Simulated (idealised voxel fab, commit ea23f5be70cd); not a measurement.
Process module, titled voxel plated lines
cross-section cut | 285 nm wide | cells 5 nm
Bands, listed from the top down, are how a cross-section gets written in this document; the cross-section itself is a grid of square cells, and a band is one or more rows of them. Look at the band entry: it leads with the top's height and the bottom's height in nm. Then it lists the materials left to right, with a width in nm for each. The word "edge to edge" on a single material says that material fills the band edge to edge. The word "blank" is empty space. For the purposes of this specification, 0 denotes the height below which the wafer in its as-received condition is composed wholly of one material, and the lowermost band, lacking a lower limit, extends downward without end, as expressed in "z 0 and below". Width "30 to 40": first value at the band's top row of cells, second value at its bottom row, equal change from row to row. Where the words "same as before" appear for a step, the cross-section shows no cell changed by that step; every cell remained as before. Empty spaces without an open route to the top, at least 8 cells in extent, make up the entry "Entrapped voids"; each is given as width x height at distance, where the distance is measured from the left edge, and all are in nm. On a step's line, text after the settings is the simulator commenting on that step. The line of a step may include "overlay nm". On a step with a mask, this value is how far to the right of its planned place the mask lay. A negative value means the mask lay to the left.

# Process steps (planned)
step 1: RECEIVE | material Si
step 2: CONFORMAL_DEP | material Al2O3 | thk nm 5
step 3: DIRECTIONAL_DEP | material TiN | thk nm 5
step 4: PATTERN | tone open | mask id LINES | material resist | width nm 25 | pitch nm 55 | thk nm 25 | overlay nm 0
step 5: EPI | material Ru | thk nm 10
step 6: EPI | material Ru | thk nm 10
step 7: STRIP | etch materials resist
step 8: DIRECTIONAL_ETCH | etch materials TiN | depth nm 5
step 9: CONFORMAL_DEP | material SiCN | thk nm 10

# So this is the incoming wafer in cross-section - it's already been through step 1
* z 0 and below = Si edge to edge
* Entrapped voids: none

# Post-module cross-section: identical start and plan to those above, one misstep in execution
* z 40 to 30 = 85 of blank | 110 of SiCN | 90 of blank
* z 30 to 25 = 85 of blank | 10 of SiCN | 35 of Ru | 20 of SiCN | 35 of Ru | 10 of SiCN | 90 of blank
* z 25 to 15 = 85 of blank | 15 of SiCN | 25 of Ru | 30 of SiCN | 25 of Ru | 15 of SiCN | 90 of blank
* z 15 to 10 = 100 of SiCN | 25 of Ru | 30 of SiCN | 25 of Ru | 105 of SiCN
* z 10 to 5 = 95 of SiCN | 35 of TiN | 20 of SiCN | 35 of TiN | 100 of SiCN
* z 5 to 0 = Al2O3 edge to edge
* z 0 and below = Si edge to edge
* Entrapped voids: none
what went wrong: so step 4 ended up running with a different setting than we planned, it ran as PATTERN | tone open | mask id LINES | material resist | width nm 25 | pitch nm 55 | thk nm 15 | overlay nm 0
